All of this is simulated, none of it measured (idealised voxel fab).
Process module under the name voxel fin reveal
In the cross-section labelled cut, the width is 195 nm and each square cell is 5 nm.
Format of a cross-section: grid, square cells. Given as bands. Order: top down. Band: one or more rows of cells.
Band: top height; bottom height; in nm. Then, left to right: material with width in nm, for each material. "throughout": a single material spanning edge to edge. "blank": empty space.
Counting heights begins at 0, where everything beneath is, in the wafer as received, one material. The lowest band has no bottom; it goes on downwards, as "from 0 down" shows.
Think of "30 to 40" as a width that walks from the first number to the second as you go down the band, top row to bottom row, taking equal-sized steps from row to row.
The designation "remained unchanged", where it is given for a processing step, indicates that no cell of the cross-section was altered in the course of that step.
"Closed voids list": sealed empty spaces, 8 cells or more, no open way to top, listed width x height at distance, with distance from the left edge and width, height and distance in nm.
Anything after a step's settings on that line? It's the simulator's own note about the step.
overlay nm: for a step with a mask, the amount by which the mask lay right of where it was planned; a negative amount means left of it.
### The following list gives the planned process steps
1) RECEIVE, material Si
2) CONFORMAL_DEP, material SiN, thk nm 10
3) DIRECTIONAL_DEP, material aC, thk nm 10
4) PATTERN, tone cover, mask id FINS, material resist, width nm 15, pitch nm 40, thk nm 30, overlay nm 0
5) DIRECTIONAL_ETCH, etch materials aC, depth nm 10
6) STRIP, etch materials resist
7) DIRECTIONAL_ETCH, etch materials SiN, depth nm 10
8) DIRECTIONAL_ETCH, etch materials Si, depth nm 40
9) STRIP, etch materials aC
10) OXIDIZE, depth nm 5
11) FILL_DEP, material SiO2, thk nm 15
12) CMP, height nm 10
13) SELECTIVE_ETCH, etch materials SiO2, depth nm 40
14) STRIP, etch materials SiN
15) CONFORMAL_DEP, material SiO2, thk nm 5
### Cross-section of the wafer at receipt, which is the condition after step 1
from 0 down  Si throughout
Closed voids list: none
### Cross-section, first of two wafers, end of module, run as planned
from 5 to 0  blank (70), then SiO2 (15), then blank (25), then SiO2 (15), then blank (70)
from 0 to -25  blank (70), then SiO2 (5), then Si (5), then SiO2 (5), then blank (25), then SiO2 (5), then Si (5), then SiO2 (5), then blank (70)
from -25 to -45  SiO2 (75), then Si (5), then SiO2 (35), then Si (5), then SiO2 (75)
from -45 down  Si throughout
Closed voids list: none
### Second wafer through the module, sectioned at the end: same beginning and same plan as the first wafer, with one mistake in carrying it out
from 5 to 0  blank (70), then SiO2 (15), then blank (25), then SiO2 (15), then blank (70)
from 0 to -40  blank (70), then SiO2 (5), then Si (5), then SiO2 (5), then blank (25), then SiO2 (5), then Si (5), then SiO2 (5), then blank (70)
from -40 to -45  SiO2 (75), then Si (5), then SiO2 (35), then Si (5), then SiO2 (75)
from -45 down  Si throughout
Closed voids list: none
So what did we get wrong on this run? step 13 in the plan was executed twice
Heads up, by the end the second wafer has more or fewer cells of some materials compared to the first: 99 fewer of SiO2
